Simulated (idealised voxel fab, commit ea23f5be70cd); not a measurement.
Module name: voxel trench capacitor (process module)
FYI the section here is cut, 140 nm wide, cells are 5 nm squares.
Cross-section spec: square-cell grid; bands listed top down; each band is one or more rows. This entry defines a band. It first specifies the height of the band's top and the height of its bottom in nm, and then specifies the band's materials from left to right, stating each material with its width in nm. The word "edge to edge" identifies a single material that fills the band from edge to edge, while the word "empty" identifies empty space. Heights are reckoned from 0. Under this level, the received wafer is all of one material. The bottommost band is open-ended downward, for example "0..down". Width "30 to 40": first value at the band's top row of cells, second value at its bottom row, equal change from row to row. No cell of the cross-section changed in a step that is given as "everything unchanged". "Unvented voids" specifies each empty space that is not open to the top and that occupies no fewer than 8 cells, using the form width x height at distance, the distance measured from the left edge and all three quantities in nm. after a step's settings: what the simulator itself notes on the step. overlay nm: step with mask; distance mask lay right of planned place; negative value = left of planned place.
Steps in the process plan
step 1: RECEIVE,material Si
step 2: CONFORMAL_DEP,material SiN,thk nm 5
step 3: DIRECTIONAL_DEP,material aC,thk nm 10
step 4: PATTERN,tone open,mask id TRENCH,material resist,width nm 15,pitch nm 35,thk nm 25,overlay nm 0
step 5: DIRECTIONAL_ETCH,etch materials aC,depth nm 10
step 6: STRIP,etch materials resist
step 7: DIRECTIONAL_ETCH,etch materials SiN,depth nm 10
step 8: DIRECTIONAL_ETCH,etch materials Si,depth nm 25
step 9: STRIP,etch materials aC
step 10: CONFORMAL_DEP,material SiO2,thk nm 5
step 11: FILL_DEP,material polySi,thk nm 10
step 12: CMP,height nm 10
Don't read the plan's thk nm for step 2 as applying to every wafer: that's the first wafer's value, and the wafers differ in it, though they all start identical.
As received, i.e. after step 1: cross-section through the first of several wafers
	0..down: Si edge to edge
	Unvented voids: none
Each row below is a wafer at the end of the module, listing for every material the number of cells it has gained (+) or lost (-) since it was received, followed by its closed voids
thk nm 5, -45 Si, +19 SiN, +64 SiO2, +18 polySi, Unvented voids: none
thk nm 10, -45 Si, +38 SiN, +45 SiO2, +18 polySi, Unvented voids: none
thk nm 15, +47 SiN, +9 SiO2, Unvented voids: none
thk nm 20, +56 SiN, Unvented voids: none
thk nm 25, +56 SiN, Unvented voids: none
